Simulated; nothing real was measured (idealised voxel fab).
A process module follows: voxel air gaps.
Shown is cross-section cut, with a width of 165 nm and square cells of size 5 nm.
Heads up, the way a cross-section reads in here is a grid of square cells, handed over as bands from the top down, with every band being one or more rows of cells. It is stipulated that each band's entry specify, in nanometres, the height of the top of the band and then that of its bottom, followed by the materials of the band in left-to-right sequence, each together with its width in nanometres. A single material marked by the word "full width" is understood to fill the band from edge to edge; the word "empty" is understood to denote empty space. Zero point of the height axis is 0; under it, received wafer = one material. Lowest band: continues down indefinitely, "0 and below". Note: "30->40" means the width goes from the first number (top row of the band) to the second number (bottom row) in equal steps per row of cells. For the purposes of this document, the phrase "remained the same" attached to a step denotes that no cell within the cross-section was modified by that step. "Enclosed voids" enumerates empty spaces isolated from the top, with no open way to it, that contain at least 8 cells, giving each as width x height at distance from the left edge, all three in nm. Past the settings on a step's line: simulator remark, on that step. A step's line can hold "overlay nm"; with a mask on that step, the setting says how far right of the planned place the mask lay, while a negative setting says it lay to the left.

# Process steps (planned)
1) RECEIVE, material Si
2) CONFORMAL_DEP, material SiO2, thk nm 10
3) CONFORMAL_DEP, material SiN, thk nm 5
4) DIRECTIONAL_DEP, material lowk, thk nm 35
5) PATTERN, tone open, mask id LINES, material resist, width nm 15, pitch nm 40, thk nm 15, overlay nm 0
6) DIRECTIONAL_ETCH, etch materials lowk, depth nm 35
7) STRIP, etch materials resist
8) CONFORMAL_DEP, material TiN, thk nm 5
9) FILL_DEP, material W, thk nm 5
10) CMP, height nm 50
11) EPI, material Ru, thk nm 10
12) SELECTIVE_ETCH, etch materials lowk, depth nm 45
13) CONFORMAL_DEP, material SiCN, thk nm 5
Wafer-to-wafer difference: width nm, step 5. Common start. Plan = first wafer's value.

# First wafer of several, as received: cross-section after step 1
  0 and below | Si full width
  Enclosed voids: none

# Shown in cross-section: the first of several wafers at the end of the module, after its last step, step 13
  65 down to 60 | 20 nm empty; 125 nm SiCN; 20 nm empty
  60 down to 50 | 20 nm empty; 5 nm SiCN; 35 nm Ru; 5 nm SiCN; 35 nm Ru; 5 nm SiCN; 35 nm Ru; 5 nm SiCN; 20 nm empty
  50 down to 45 | 20 nm empty; 15 nm SiCN; 5 nm TiN; 5 nm W; 5 nm TiN; 25 nm SiCN; 5 nm TiN; 5 nm W; 5 nm TiN; 25 nm SiCN; 5 nm TiN; 5 nm W; 5 nm TiN; 15 nm SiCN; 20 nm empty
  45 down to 20 | 30 nm empty; 5 nm SiCN; 5 nm TiN; 5 nm W; 5 nm TiN; 5 nm SiCN; 15 nm empty; 5 nm SiCN; 5 nm TiN; 5 nm W; 5 nm TiN; 5 nm SiCN; 15 nm empty; 5 nm SiCN; 5 nm TiN; 5 nm W; 5 nm TiN; 5 nm SiCN; 30 nm empty
  20 down to 15 | 35 nm SiCN; 15 nm TiN; 25 nm SiCN; 15 nm TiN; 25 nm SiCN; 15 nm TiN; 35 nm SiCN
  15 down to 10 | SiN full width
  10 down to 0 | SiO2 full width
  0 and below | Si full width
  Enclosed voids: 15 x 25 at 55; 15 x 25 at 95

# Cross-section of the final wafer among several, taken at the end of the module
  65 down to 60 | 15 nm empty; 135 nm SiCN; 15 nm empty
  60 down to 50 | 15 nm empty; 5 nm SiCN; 125 nm Ru; 5 nm SiCN; 15 nm empty
  50 down to 45 | 15 nm empty; 15 nm SiCN; 5 nm TiN; 15 nm W; 5 nm TiN; 15 nm lowk; 5 nm TiN; 15 nm W; 5 nm TiN; 15 nm lowk; 5 nm TiN; 15 nm W; 5 nm TiN; 15 nm SiCN; 15 nm empty
  45 down to 20 | 25 nm empty; 5 nm SiCN; 5 nm TiN; 15 nm W; 5 nm TiN; 15 nm lowk; 5 nm TiN; 15 nm W; 5 nm TiN; 15 nm lowk; 5 nm TiN; 15 nm W; 5 nm TiN; 5 nm SiCN; 25 nm empty
  20 down to 15 | 30 nm SiCN; 25 nm TiN; 15 nm lowk; 25 nm TiN; 15 nm lowk; 25 nm TiN; 30 nm SiCN
  15 down to 10 | SiN full width
  10 down to 0 | SiO2 full width
  0 and below | Si full width
  Enclosed voids: none

# Here is how to read the rows: every wafer has a row, and it shows the wafer at the end of the module, giving for each material how many cells were gained (+) or lost (-) since the wafer was received, then listing its closed voids
width nm 15, +42 Ru, +103 SiCN, +33 SiN, +66 SiO2, +45 TiN, +18 W, Enclosed voids: 15 x 25 at 55; 15 x 25 at 95
width nm 20, +48 Ru, +59 SiCN, +33 SiN, +66 SiO2, +48 TiN, +36 W, +56 lowk, Enclosed voids: none
width nm 25, +50 Ru, +59 SiCN, +33 SiN, +66 SiO2, +51 TiN, +54 W, +42 lowk, Enclosed voids: none
